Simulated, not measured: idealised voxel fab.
Presented below is a process module, voxel capacitor over wiring.
The figure presents cross-section cut, which has a width of 275 nm and is divided into square cells with an edge length of 5 nm.
If you're reading a cross-section in this doc, picture square cells in a grid; it comes to you as bands, top ones listed first down to the bottom, and a band can be one or more rows of cells.
Look at the band entry: it leads with the top's height and the bottom's height in nm. Then it lists the materials left to right, with a width in nm for each. The word "edge to edge" on a single material says that material fills the band edge to edge. The word "blank" is empty space.
Heights are measured from 0, the level below which the as-received wafer is all one material; the lowest band has no bottom and continues downward, written as in "0 nm and below".
Read "30 to 40" as a graded width: first number on top, second number at the bottom, same change between each pair of neighbouring rows.
Given "remained unchanged" for a step, no cell of the cross-section differs between before and after that step.
The entry titled "Non-vented voids" provides the empty spaces that have no open way to the top, restricted to those of 8 cells or more. Each is presented as width x height at distance, the distance being measured from the left edge, with all three in nm.
Step line, after settings: the simulator's comment on this step.
overlay nm: where the mask lay relative to plan, measured to the right, on steps with a mask; negatives go left.

## These are the steps we planned for the process
1,op RECEIVE | material Si
2,op CONFORMAL_DEP | material SiO2 | thk nm 15
3,op DIRECTIONAL_DEP | material TiN | thk nm 5
4,op DIRECTIONAL_DEP | material Ru | thk nm 20
5,op MASKED_ETCH | tone cover | mask id METAL_1 | width nm 20 | pitch nm 90 | etch materials Ru | depth nm 20 | overlay nm 0
6,op MASKED_ETCH | tone cover | mask id METAL_1 | width nm 20 | pitch nm 90 | etch materials TiN | depth nm 5 | overlay nm 0
7,op FILL_DEP | material SiO2 | thk nm 5
8,op CMP | height nm 40
9,op CONFORMAL_DEP | material SiCN | thk nm 5
10,op DIRECTIONAL_DEP | material lowk | thk nm 20
11,op PATTERN | tone open | mask id PLUG_1 | material resist | width nm 15 | thk nm 20 | overlay nm 0
12,op DIRECTIONAL_ETCH | etch materials lowk | depth nm 20
13,op DIRECTIONAL_ETCH | etch materials SiCN | depth nm 5
14,op STRIP | etch materials resist
15,op CONFORMAL_DEP | material TiN | thk nm 5
16,op FILL_DEP | material Cu | thk nm 10
17,op CMP | height nm 65
18,op DIRECTIONAL_DEP | material TiN | thk nm 10
19,op DIRECTIONAL_DEP | material SiN | thk nm 5
20,op DIRECTIONAL_DEP | material TiN | thk nm 5
21,op MASKED_ETCH | tone cover | mask id UPPER_PLATE | width nm 75 | etch materials TiN | depth nm 5 | overlay nm 0
22,op MASKED_ETCH | tone cover | mask id UPPER_PLATE | width nm 75 | etch materials SiN | depth nm 5 | overlay nm 0
23,op MASKED_ETCH | tone cover | mask id LOWER_PLATE | width nm 85 | etch materials TiN | depth nm 10 | overlay nm 0
24,op FILL_DEP | material SiO2 | thk nm 15
25,op CMP | height nm 95
26,op PATTERN | tone open | mask id PLUG_2 | material resist | width nm 15 | thk nm 20 | overlay nm 0
27,op DIRECTIONAL_ETCH | etch materials SiO2 | depth nm 10
28,op STRIP | etch materials resist
29,op CONFORMAL_DEP | material TiN | thk nm 5
30,op FILL_DEP | material W | thk nm 5
31,op CMP | height nm 95
32,op CONFORMAL_DEP | material SiCN | thk nm 5

## Here's what the wafer looked like in cross-section when it arrived - that's after step 1
> 0 nm and below: Si edge to edge
> Non-vented voids: none

## Starting wafer: above. Plan: above. Run: one mistake. Cross-section after the module: below
> 100 nm to 95 nm: SiCN edge to edge
> 95 nm to 90 nm: 95 SiO2 / 5 TiN / 5 W / 5 TiN / 165 SiO2
> 90 nm to 85 nm: 95 SiO2 / 15 TiN / 165 SiO2
> 85 nm to 80 nm: 85 SiO2 / 75 SiN / 115 SiO2
> 80 nm to 70 nm: 80 SiO2 / 85 TiN / 110 SiO2
> 70 nm to 65 nm: TiN edge to edge
> 65 nm to 45 nm: 85 lowk / 5 TiN / 5 Cu / 5 TiN / 175 lowk
> 45 nm to 40 nm: 85 SiCN / 15 TiN / 175 SiCN
> 40 nm to 20 nm: 80 SiO2 / 20 Ru / 70 SiO2 / 20 Ru / 85 SiO2
> 20 nm to 15 nm: 80 SiO2 / 20 TiN / 70 SiO2 / 20 TiN / 85 SiO2
> 15 nm to 0 nm: SiO2 edge to edge
> 0 nm and below: Si edge to edge
> Non-vented voids: none
Which mistake was made when the wafer was run? ran 19 and 20 in swapped order versus the plan
